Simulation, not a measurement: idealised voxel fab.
Process module under the name voxel self aligned contacts
The width of the displayed cross-section, cut, is 205 nm; its cells are square, with a size of 5 nm.
In what follows, cross-sections appear as grids of square cells, described through bands that run from the top down, where every band is one or more rows of cells. Top, bottom (nm), then materials left to right with widths (nm); lone material tagged "full width" fills the whole band edge to edge; "blank" = empty space. Height datum 0, below which the as-received substrate wafer is one material. Lowest band open at the bottom, running downward: "z 0 and below". The notation "30..40" denotes a width that varies across the rows of cells in the band, beginning at the first number in the top row, finishing at the second number in the bottom row, and changing by an identical amount from each row to the next. You'll sometimes find "nothing got changed" written for a step, and that's the way of saying that nowhere in the cross-section did a cell change during that step. "Unvented internal voids" enumerates empty spaces isolated from the top, with no open way to it, that contain at least 8 cells, giving each as width x height at distance from the left edge, all three in nm. Read whatever lies past the settings on a step's line as the simulator's own remark about the step. "overlay nm" answers the question of how far to the right of plan the mask lay on a step that has a mask, and when it is negative the answer is to the left. Pairs from here to the end. Each: cross-section before one process step, cross-section after it, the latter only as far down as the lowest band that changed. Under each: the step between, and its settings. Mind that the pairs may be taken from different runs of this module on the same starting wafer; whether a pair continues from the pair above depends on its entry headed "State before", and it does only where that entry says so.
**State before**
  z 50 to 45  60 SiO2 | 35 blank | 15 SiO2 | 35 blank | 60 SiO2
  z 45 to 25  35 SiO2 | 35 SiN | 15 blank | 35 SiN | 15 blank | 35 SiN | 35 SiO2
  z 25 to 5  30 SiO2 | 5 SiN | 35 polySi | 5 SiN | 5 blank | 5 SiN | 35 polySi | 5 SiN | 5 blank | 5 SiN | 35 polySi | 5 SiN | 30 SiO2
  z 5 to 0  75 SiO2 | 5 blank | 45 SiO2 | 5 blank | 75 SiO2
  z 0 and below  Si full width
  Unvented internal voids: none
**Post-Step Geometry**
  z 55 to 50  65 TiN | 25 blank | 25 TiN | 25 blank | 65 TiN
  z 50 to 45  60 SiO2 | 15 TiN | 5 blank | 15 TiN | 15 SiO2 | 15 TiN | 5 blank | 15 TiN | 60 SiO2
  z 45 to 30  35 SiO2 | 35 SiN | 5 TiN | 5 blank | 5 TiN | 35 SiN | 5 TiN | 5 blank | 5 TiN | 35 SiN | 35 SiO2
  z 30 to 25  35 SiO2 | 35 SiN | 15 TiN | 35 SiN | 15 TiN | 35 SiN | 35 SiO2
  z 25 to 5  30 SiO2 | 5 SiN | 35 polySi | 5 SiN | 5 TiN | 5 SiN | 35 polySi | 5 SiN | 5 TiN | 5 SiN | 35 polySi | 5 SiN | 30 SiO2
  z 5 to 0  75 SiO2 | 5 TiN | 45 SiO2 | 5 TiN | 75 SiO2
  below 0: unchanged
  Unvented internal voids: none
Name the step between the before and after sections above: op CONFORMAL_DEP | material TiN | thk nm 5
State before: per the after cross-section of the pair just above.
**Post-Step Geometry**
  z 65 to 55  W full width
  z 55 to 50  65 TiN | 25 W | 25 TiN | 25 W | 65 TiN
  z 50 to 45  60 SiO2 | 15 TiN | 5 W | 15 TiN | 15 SiO2 | 15 TiN | 5 W | 15 TiN | 60 SiO2
  z 45 to 30  35 SiO2 | 35 SiN | 5 TiN | 5 W | 5 TiN | 35 SiN | 5 TiN | 5 W | 5 TiN | 35 SiN | 35 SiO2
  below 30: unchanged
  Unvented internal voids: none
Name the step between the before and after sections above: op FILL_DEP | material W | thk nm 10
State before: per the after cross-section of the pair just above.
**Post-Step Geometry**
  z 50 to 45  60 SiO2 | 15 TiN | 5 W | 15 TiN | 15 SiO2 | 15 TiN | 5 W | 15 TiN | 60 SiO2
  below 45: unchanged
  Unvented internal voids: none
Name the step between the before and after sections above: op CMP | height nm 50
State before: per the after cross-section of the pair just above.
**Post-Step Geometry**
  z 55 to 50  SiCN full width
  below 50: unchanged
  Unvented internal voids: none
Name the step between the before and after sections above: op CONFORMAL_DEP | material SiCN | thk nm 5
**State before**
  z 45 to 25  SiN full width
  z 25 to 5  polySi full width
  z 5 to 0  SiO2 full width
  z 0 and below  Si full width
  Unvented internal voids: none
**Post-Step Geometry**
  z 45 to 25  30 blank | 25 SiN | 25 blank | 25 SiN | 25 blank | 25 SiN | 50 blank
  below 25: unchanged
  Unvented internal voids: none
Name the step between the before and after sections above: op MASKED_ETCH | tone cover | mask id GATE | width nm 25 | pitch nm 50 | etch materials SiN | depth nm 20 | overlay nm -10
State before: per the after cross-section of the pair just above.
**Post-Step Geometry**
  z 45 to 25  30 blank | 25 SiN | 25 blank | 25 SiN | 25 blank | 25 SiN | 50 blank
  z 25 to 5  30 blank | 35 polySi | 15 blank | 35 polySi | 15 blank | 35 polySi | 40 blank
  below 5: unchanged
  Unvented internal voids: none
Name the step between the before and after sections above: op MASKED_ETCH | tone cover | mask id GATE | width nm 25 | pitch nm 50 | etch materials polySi | depth nm 20 | overlay nm 0
State before: per the after cross-section of the pair just above.
**Post-Step Geometry**
  z 50 to 30  25 blank | 35 SiN | 15 blank | 35 SiN | 15 blank | 35 SiN | 45 blank
  z 30 to 25  25 blank | 45 SiN | 5 blank | 45 SiN | 5 blank | 45 SiN | 35 blank
  z 25 to 10  25 blank | 5 SiN | 35 polySi | 5 SiN | 5 blank | 5 SiN | 35 polySi | 5 SiN | 5 blank | 5 SiN | 35 polySi | 5 SiN | 35 blank
  z 10 to 5  30 SiN | 35 polySi | 15 SiN | 35 polySi | 15 SiN | 35 polySi | 40 SiN
  below 5: unchanged
  Unvented internal voids: none
Name the step between the before and after sections above: op CONFORMAL_DEP | material SiN | thk nm 5
State before: per the after cross-section of the pair just above.
**Post-Step Geometry**
  z 45 to 25  25 blank | 35 SiN | 15 blank | 35 SiN | 15 blank | 35 SiN | 45 blank
  z 25 to 5  25 blank | 5 SiN | 35 polySi | 5 SiN | 5 blank | 5 SiN | 35 polySi | 5 SiN | 5 blank | 5 SiN | 35 polySi | 5 SiN | 35 blank
  below 5: unchanged
  Unvented internal voids: none
Name the step between the before and after sections above: op DIRECTIONAL_ETCH | etch materials SiN | depth nm 5
State before: per the after cross-section of the pair just above.
**Post-Step Geometry**
  z 60 to 45  SiO2 full width
  z 45 to 25  25 SiO2 | 35 SiN | 15 SiO2 | 35 SiN | 15 SiO2 | 35 SiN | 45 SiO2
  z 25 to 5  25 SiO2 | 5 SiN | 35 polySi | 5 SiN | 5 SiO2 | 5 SiN | 35 polySi | 5 SiN | 5 SiO2 | 5 SiN | 35 polySi | 5 SiN | 35 SiO2
  below 5: unchanged
  Unvented internal voids: none
Name the step between the before and after sections above: op FILL_DEP | material SiO2 | thk nm 15
State before: per the after cross-section of the pair just above.
**Post-Step Geometry**
  z 50 to 45  SiO2 full width
  below 45: unchanged
  Unvented internal voids: none
Name the step between the before and after sections above: op CMP | height nm 50
State before: per the after cross-section of the pair just above.
**Post-Step Geometry**
  z 65 to 50  60 resist | 35 blank | 15 resist | 35 blank | 60 resist
  below 50: unchanged
  Unvented internal voids: none
Name the step between the before and after sections above: op PATTERN | tone open | mask id CONTACT | material resist | width nm 35 | pitch nm 50 | thk nm 15 | overlay nm 0
State before: per the after cross-section of the pair just above.
**Post-Step Geometry**
  z 65 to 50  60 resist | 35 blank | 15 resist | 35 blank | 60 resist
  z 50 to 45  60 SiO2 | 35 blank | 15 SiO2 | 35 blank | 60 SiO2
  z 45 to 25  25 SiO2 | 35 SiN | 15 blank | 35 SiN | 15 blank | 35 SiN | 45 SiO2
  z 25 to 5  25 SiO2 | 5 SiN | 35 polySi | 5 SiN | 5 blank | 5 SiN | 35 polySi | 5 SiN | 5 blank | 5 SiN | 35 polySi | 5 SiN | 35 SiO2
  z 5 to 0  70 SiO2 | 5 blank | 45 SiO2 | 5 blank | 80 SiO2
  below 0: unchanged
  Unvented internal voids: none
Name the step between the before and after sections above: op DIRECTIONAL_ETCH | etch materials SiO2 | depth nm 50
State before: per the after cross-section of the pair just above.
**Post-Step Geometry**
  z 50 to 45  60 SiO2 | 35 blank | 15 SiO2 | 35 blank | 60 SiO2
  below 45: unchanged
  Unvented internal voids: none
Name the step between the before and after sections above: op STRIP | etch materials resist
State before: per the after cross-section of the pair just above.
**Post-Step Geometry**
  z 55 to 50  65 TiN | 25 blank | 25 TiN | 25 blank | 65 TiN
  z 50 to 45  60 SiO2 | 5 TiN | 5 blank | 25 TiN | 15 SiO2 | 5 TiN | 5 blank | 25 TiN | 60 SiO2
  z 45 to 30  25 SiO2 | 35 SiN | 5 TiN | 5 blank | 5 TiN | 35 SiN | 5 TiN | 5 blank | 5 TiN | 35 SiN | 45 SiO2
  z 30 to 25  25 SiO2 | 35 SiN | 15 TiN | 35 SiN | 15 TiN | 35 SiN | 45 SiO2
  z 25 to 5  25 SiO2 | 5 SiN | 35 polySi | 5 SiN | 5 TiN | 5 SiN | 35 polySi | 5 SiN | 5 TiN | 5 SiN | 35 polySi | 5 SiN | 35 SiO2
  z 5 to 0  70 SiO2 | 5 TiN | 45 SiO2 | 5 TiN | 80 SiO2
  below 0: unchanged
  Unvented internal voids: none
Name the step between the before and after sections above: op CONFORMAL_DEP | material TiN | thk nm 5
State before: per the after cross-section of the pair just above.
**Post-Step Geometry**
  z 65 to 55  W full width
  z 55 to 50  65 TiN | 25 W | 25 TiN | 25 W | 65 TiN
  z 50 to 45  60 SiO2 | 5 TiN | 5 W | 25 TiN | 15 SiO2 | 5 TiN | 5 W | 25 TiN | 60 SiO2
  z 45 to 30  25 SiO2 | 35 SiN | 5 TiN | 5 W | 5 TiN | 35 SiN | 5 TiN | 5 W | 5 TiN | 35 SiN | 45 SiO2
  below 30: unchanged
  Unvented internal voids: none
Name the step between the before and after sections above: op FILL_DEP | material W | thk nm 10
State before: per the after cross-section of the pair just above.
**Post-Step Geometry**
  z 50 to 45  60 SiO2 | 5 TiN | 5 W | 25 TiN | 15 SiO2 | 5 TiN | 5 W | 25 TiN | 60 SiO2
  below 45: unchanged
  Unvented internal voids: none
Name the step between the before and after sections above: op CMP | height nm 50
State before: per the after cross-section of the pair just above.
**Post-Step Geometry**
  z 55 to 50  SiCN full width
  below 50: unchanged
  Unvented internal voids: none
Name the step between the before and after sections above: op CONFORMAL_DEP | material SiCN | thk nm 5
**State before**
  z 45 to 25  35 blank | 35 SiN | 15 blank | 35 SiN | 15 blank | 35 SiN | 35 blank
  z 25 to 5  35 blank | 5 SiN | 25 polySi | 5 SiN | 15 blank | 5 SiN | 25 polySi | 5 SiN | 15 blank | 5 SiN | 25 polySi | 5 SiN | 35 blank
  z 5 to 0  SiO2 full width
  z 0 and below  Si full width
  Unvented internal voids: none
**Post-Step Geometry**
  z 60 to 25  SiN full width
  z 25 to 5  40 SiN | 25 polySi | 25 SiN | 25 polySi | 25 SiN | 25 polySi | 40 SiN
  below 5: unchanged
  Unvented internal voids: none
Name the step between the before and after sections above: op FILL_DEP | material SiN | thk nm 15
State before: per the after cross-section of the pair just above.
**Post-Step Geometry**
  z 50 to 25  SiN full width
  below 25: unchanged
  Unvented internal voids: none
Name the step between the before and after sections above: op CMP | height nm 50
State before: per the after cross-section of the pair just above.
**Post-Step Geometry**
  z 65 to 50  60 resist | 35 blank | 15 resist | 35 blank | 60 resist
  below 50: unchanged
  Unvented internal voids: none
Name the step between the before and after sections above: op PATTERN | tone open | mask id CONTACT | material resist | width nm 35 | pitch nm 50 | thk nm 15 | overlay nm 0
State before: per the after cross-section of the pair just above.
**Post-Step Geometry**
  z 50 to 25  SiN full width
  below 25: unchanged
  Unvented internal voids: none
Name the step between the before and after sections above: op STRIP | etch materials resist
State before: per the after cross-section of the pair just above.
**Post-Step Geometry**
  z 55 to 50  TiN full width
  below 50: unchanged
  Unvented internal voids: none
Name the step between the before and after sections above: op CONFORMAL_DEP | material TiN | thk nm 5
State before: per the after cross-section of the pair just above.
**Post-Step Geometry**
  z 65 to 55  W full width
  below 55: unchanged
  Unvented internal voids: none
Name the step between the before and after sections above: op FILL_DEP | material W | thk nm 10
State before: per the after cross-section of the pair just above.
**Post-Step Geometry**
  z 50 to 25  SiN full width
  below 25: unchanged
  Unvented internal voids: none
Name the step between the before and after sections above: op CMP | height nm 50
State before: per the after cross-section of the pair just above.
**Post-Step Geometry**
  z 55 to 50  SiCN full width
  below 50: unchanged
  Unvented internal voids: none
Name the step between the before and after sections above: op CONFORMAL_DEP | material SiCN | thk nm 5
**State before**
  z 45 to 25  SiN full width
  z 25 to 5  polySi full width
  z 5 to 0  SiO2 full width
  z 0 and below  Si full width
  Unvented internal voids: none
**Post-Step Geometry**
  z 45 to 25  40 SiN | 25 blank | 25 SiN | 25 blank | 25 SiN | 25 blank | 40 SiN
  below 25: unchanged
  Unvented internal voids: none
Name the step between the before and after sections above: op MASKED_ETCH | tone open | mask id GATE | width nm 25 | pitch nm 50 | etch materials SiN | depth nm 20 | overlay nm 0
State before: per the after cross-section of the pair just above.
**Post-Step Geometry**
  z 50 to 30  45 SiN | 15 blank | 35 SiN | 15 blank | 35 SiN | 15 blank | 45 SiN
  z 30 to 25  SiN full width
  below 25: unchanged
  Unvented internal voids: none
Name the step between the before and after sections above: op CONFORMAL_DEP | material SiN | thk nm 5
State before: per the after cross-section of the pair just above.
**Post-Step Geometry**
  z 45 to 25  45 SiN | 15 blank | 35 SiN | 15 blank | 35 SiN | 15 blank | 45 SiN
  below 25: unchanged
  Unvented internal voids: none
Name the step between the before and after sections above: op DIRECTIONAL_ETCH | etch materials SiN | depth nm 5
State before: per the after cross-section of the pair just above.
**Post-Step Geometry**
  z 60 to 45  SiO2 full width
  z 45 to 25  45 SiN | 15 SiO2 | 35 SiN | 15 SiO2 | 35 SiN | 15 SiO2 | 45 SiN
  below 25: unchanged
  Unvented internal voids: none
Name the step between the before and after sections above: op FILL_DEP | material SiO2 | thk nm 15
State before: per the after cross-section of the pair just above.
**Post-Step Geometry**
  z 50 to 45  SiO2 full width
  below 45: unchanged
  Unvented internal voids: none
Name the step between the before and after sections above: op CMP | height nm 50
State before: per the after cross-section of the pair just above.
**Post-Step Geometry**
  z 65 to 50  60 resist | 35 blank | 15 resist | 35 blank | 60 resist
  below 50: unchanged
  Unvented internal voids: none
Name the step between the before and after sections above: op PATTERN | tone open | mask id CONTACT | material resist | width nm 35 | pitch nm 50 | thk nm 15 | overlay nm 0
State before: per the after cross-section of the pair just above.
**Post-Step Geometry**
  z 65 to 50  60 resist | 35 blank | 15 resist | 35 blank | 60 resist
  z 50 to 45  60 SiO2 | 35 blank | 15 SiO2 | 35 blank | 60 SiO2
  below 45: unchanged
  Unvented internal voids: none
Name the step between the before and after sections above: op DIRECTIONAL_ETCH | etch materials SiO2 | depth nm 50
State before: per the after cross-section of the pair just above.
**Post-Step Geometry**
  z 50 to 45  60 SiO2 | 35 blank | 15 SiO2 | 35 blank | 60 SiO2
  below 45: unchanged
  Unvented internal voids: none
Name the step between the before and after sections above: op STRIP | etch materials resist
State before: per the after cross-section of the pair just above.
**Post-Step Geometry**
  z 55 to 50  65 TiN | 25 blank | 25 TiN | 25 blank | 65 TiN
  z 50 to 45  60 SiO2 | 35 TiN | 15 SiO2 | 35 TiN | 60 SiO2
  below 45: unchanged
  Unvented internal voids: none
Name the step between the before and after sections above: op CONFORMAL_DEP | material TiN | thk nm 5
State before: per the after cross-section of the pair just above.
**Post-Step Geometry**
  z 65 to 55  W full width
  z 55 to 50  65 TiN | 25 W | 25 TiN | 25 W | 65 TiN
  below 50: unchanged
  Unvented internal voids: none
Name the step between the before and after sections above: op FILL_DEP | material W | thk nm 10
State before: per the after cross-section of the pair just above.
**Post-Step Geometry**
  z 50 to 45  60 SiO2 | 35 TiN | 15 SiO2 | 35 TiN | 60 SiO2
  below 45: unchanged
  Unvented internal voids: none
Name the step between the before and after sections above: op CMP | height nm 50
State before: per the after cross-section of the pair just above.
**Post-Step Geometry**
  z 55 to 50  SiCN full width
  below 50: unchanged
  Unvented internal voids: none
Name the step between the before and after sections above: op CONFORMAL_DEP | material SiCN | thk nm 5
